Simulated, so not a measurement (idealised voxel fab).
process module | voxel ribs on slabs
cross-section cut | 190 nm wide | cells 5 nm
A cross-section is a grid of square cells, given in bands from the top down. A band is one or more rows of cells.
Each band's line starts with the height of the band's top and of its bottom, in nm. Then come its materials from left to right, each with its width in nm. One material with "throughout" fills the band from edge to edge. "air" is empty space.
Height 0 is the level under which the wafer as received is all one material. The lowest band goes on downwards, as in "0 down".
A width such as "30 to 40" changes by the same amount from each row of cells to the next, from the band's top row to its bottom row.
"no change" after a step means that no cell of the cross-section changed.
closed voids: empty space of 8 cells or more with no open way to the top, each as width x height at its distance from the left edge, in nm
after a step's settings: what the simulator itself notes on the step
overlay nm, on a step with a mask: how far to the right of its planned place the mask lay; to the left if negative
plan
1 op RECEIVE | material Si
2 op DIRECTIONAL_DEP | material SiO2 | thk nm 20
3 op DIRECTIONAL_DEP | material SiN | thk nm 20
4 op DIRECTIONAL_DEP | material aC | thk nm 10
5 op PATTERN | tone cover | mask id RIB | material resist | width nm 30 | thk nm 30 | overlay nm 0
6 op DIRECTIONAL_ETCH | etch materials aC | depth nm 10
7 op STRIP | etch materials resist
8 op DIRECTIONAL_ETCH | etch materials SiN | depth nm 10
9 op STRIP | etch materials aC
10 op MASKED_ETCH | tone cover | mask id SLAB | width nm 70 | etch materials SiN | depth nm 10 | overlay nm 0
11 op FILL_DEP | material SiO2 | thk nm 20
12 op CMP | height nm 55
13 op DIRECTIONAL_DEP | material TiN | thk nm 10
14 op PATTERN | tone cover | mask id HEATER | material resist | width nm 40 | thk nm 20 | overlay nm 0
15 op DIRECTIONAL_ETCH | etch materials TiN | depth nm 10
16 op STRIP | etch materials resist
17 op CONFORMAL_DEP | material SiN | thk nm 5
as received, after step 1
  0 down: Si throughout
  closed voids: none
a wafer at the end: this start, this plan, one mistake
  70 to 65: air 70 | SiN 50 | air 70
  65 to 60: air 70 | SiN 5 | TiN 40 | SiN 5 | air 70
  60 to 55: SiN 75 | TiN 40 | SiN 75
  55 to 35: SiO2 throughout
  35 to 25: SiO2 80 | SiN 30 | SiO2 80
  25 to 15: SiO2 60 | SiN 70 | SiO2 60
  15 to 0: SiO2 throughout
  0 down: Si throughout
  closed voids: none
what went wrong: step 2 ran as: op DIRECTIONAL_DEP | material SiO2 | thk nm 15
